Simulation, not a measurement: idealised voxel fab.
Process module name: voxel plated lines
We display cut, a cross-section 185 nm in width whose square cells are each 5 nm.
Think of the cross-section as a grid of square cells. We describe it in bands, top to bottom, and each band covers one or more rows of those cells. For a band, the entry starts with two heights in nm, that of the top and then that of the bottom, and carries on with the band's materials in order from left to right, each alongside its width in nm; the word "everywhere" beside a single material means it fills the band edge to edge, and "blank" means empty space. Ref level 0: as-received wafer is one material below here. Bottom band extends down with no lower bound ("from 0 down"). The width entry "30..40" should be interpreted row by row: the top row of cells in the band takes the first number, the bottom row takes the second number, and the change between adjacent rows is uniform throughout. Any step labelled "no change occurred" changed none of the cells in the cross-section. Empty spaces counting at least 8 cells and having no open way to the top are listed in "Fully enclosed voids". The notation width x height at distance is used for each, the distance being from the left edge and all three values in nm. Formally, on a step line, whatever follows the settings is a remark that the simulator itself makes on the step. What "overlay nm" on a step's line means: if the step has a mask, that mask lay this far to the right of its planned place, or, when the value is negative, to the left.
[Process steps - plan]
- 1: RECEIVE: material Si
- 2: CONFORMAL_DEP: material SiO2, thk nm 10
- 3: DIRECTIONAL_DEP: material TiN, thk nm 5
- 4: PATTERN: tone open, mask id LINES, material resist, width nm 15, pitch nm 35, thk nm 30, overlay nm 0
- 5: EPI: material Ru, thk nm 10
- 6: EPI: material Ru, thk nm 10
- 7: STRIP: etch materials resist
- 8: DIRECTIONAL_ETCH: etch materials TiN, depth nm 5
- 9: CONFORMAL_DEP: material SiO2, thk nm 5
[Concerning the first of two wafers, which was run in accordance with the plan]
[Cross-sectional view of the wafer in its as-received condition, corresponding to the state after step 1]
    from 0 down = Si everywhere
    Fully enclosed voids: none
[Take a look at the wafer's cross-section after step 2]
    from 10 to 0 = SiO2 everywhere
    All layers under 0 are left as they were.
[Take a look at the wafer's cross-section after step 3]
    from 15 to 10 = TiN everywhere
    All layers under 10 are left as they were.
[Take a look at the wafer's cross-section after step 4]
    from 45 to 15 = resist 30, then blank 15, then resist 20, then blank 15, then resist 20, then blank 15, then resist 20, then blank 15, then resist 35
    All layers under 15 are left as they were.
[Take a look at the wafer's cross-section after step 5]
    from 45 to 25 = resist 30, then blank 15, then resist 20, then blank 15, then resist 20, then blank 15, then resist 20, then blank 15, then resist 35
    from 25 to 15 = resist 30, then Ru 15, then resist 20, then Ru 15, then resist 20, then Ru 15, then resist 20, then Ru 15, then resist 35
    All layers under 15 are left as they were.
[Take a look at the wafer's cross-section after step 6]
    from 45 to 35 = resist 30, then blank 15, then resist 20, then blank 15, then resist 20, then blank 15, then resist 20, then blank 15, then resist 35
    from 35 to 15 = resist 30, then Ru 15, then resist 20, then Ru 15, then resist 20, then Ru 15, then resist 20, then Ru 15, then resist 35
    All layers under 15 are left as they were.
[Take a look at the wafer's cross-section after step 7]
    from 35 to 15 = blank 30, then Ru 15, then blank 20, then Ru 15, then blank 20, then Ru 15, then blank 20, then Ru 15, then blank 35
    All layers under 15 are left as they were.
[Take a look at the wafer's cross-section after step 8]
    from 35 to 15 = blank 30, then Ru 15, then blank 20, then Ru 15, then blank 20, then Ru 15, then blank 20, then Ru 15, then blank 35
    from 15 to 10 = blank 30, then TiN 15, then blank 20, then TiN 15, then blank 20, then TiN 15, then blank 20, then TiN 15, then blank 35
    All layers under 10 are left as they were.
[Take a look at the wafer's cross-section after step 9]
    from 40 to 35 = blank 25, then SiO2 25, then blank 10, then SiO2 25, then blank 10, then SiO2 25, then blank 10, then SiO2 25, then blank 30
    from 35 to 15 = blank 25, then SiO2 5, then Ru 15, then SiO2 5, then blank 10, then SiO2 5, then Ru 15, then SiO2 5, then blank 10, then SiO2 5, then Ru 15, then SiO2 5, then blank 10, then SiO2 5, then Ru 15, then SiO2 5, then blank 30
    from 15 to 10 = SiO2 30, then TiN 15, then SiO2 20, then TiN 15, then SiO2 20, then TiN 15, then SiO2 20, then TiN 15, then SiO2 35
    All layers under 10 are left as they were.
[Second wafer, same starting conditions and recipe as the first, one mistake in executing it, nothing differs from the first up to and including step 3]
[Second wafer, section view, time point: scheduled end of step 4]
    from 45 to 15 = resist 30, then blank 20, then resist 15, then blank 20, then resist 15, then blank 20, then resist 15, then blank 20, then resist 30
    All layers under 15 are left as they were.
[Second wafer, section view, time point: scheduled end of step 5]
    from 45 to 25 = resist 30, then blank 20, then resist 15, then blank 20, then resist 15, then blank 20, then resist 15, then blank 20, then resist 30
    from 25 to 15 = resist 30, then Ru 20, then resist 15, then Ru 20, then resist 15, then Ru 20, then resist 15, then Ru 20, then resist 30
    All layers under 15 are left as they were.
[Second wafer, section view, time point: scheduled end of step 6]
    from 45 to 35 = resist 30, then blank 20, then resist 15, then blank 20, then resist 15, then blank 20, then resist 15, then blank 20, then resist 30
    from 35 to 15 = resist 30, then Ru 20, then resist 15, then Ru 20, then resist 15, then Ru 20, then resist 15, then Ru 20, then resist 30
    All layers under 15 are left as they were.
[Second wafer, section view, time point: scheduled end of step 7]
    from 35 to 15 = blank 30, then Ru 20, then blank 15, then Ru 20, then blank 15, then Ru 20, then blank 15, then Ru 20, then blank 30
    All layers under 15 are left as they were.
[Second wafer, section view, time point: scheduled end of step 8]
    from 35 to 15 = blank 30, then Ru 20, then blank 15, then Ru 20, then blank 15, then Ru 20, then blank 15, then Ru 20, then blank 30
    from 15 to 10 = blank 30, then TiN 20, then blank 15, then TiN 20, then blank 15, then TiN 20, then blank 15, then TiN 20, then blank 30
    All layers under 10 are left as they were.
[Second wafer, section view, time point: scheduled end of step 9]
    from 40 to 35 = blank 25, then SiO2 30, then blank 5, then SiO2 30, then blank 5, then SiO2 30, then blank 5, then SiO2 30, then blank 25
    from 35 to 15 = blank 25, then SiO2 5, then Ru 20, then SiO2 5, then blank 5, then SiO2 5, then Ru 20, then SiO2 5, then blank 5, then SiO2 5, then Ru 20, then SiO2 5, then blank 5, then SiO2 5, then Ru 20, then SiO2 5, then blank 25
    from 15 to 10 = SiO2 30, then TiN 20, then SiO2 15, then TiN 20, then SiO2 15, then TiN 20, then SiO2 15, then TiN 20, then SiO2 30
    All layers under 10 are left as they were.
what went wrong: step 4 ran differently from the plan; actual operation with settings: PATTERN: tone open, mask id LINES, material resist, width nm 20, pitch nm 35, thk nm 30, overlay nm 0
at the end the second wafer has, in cells: 16 more of Ru; 4 more of TiN
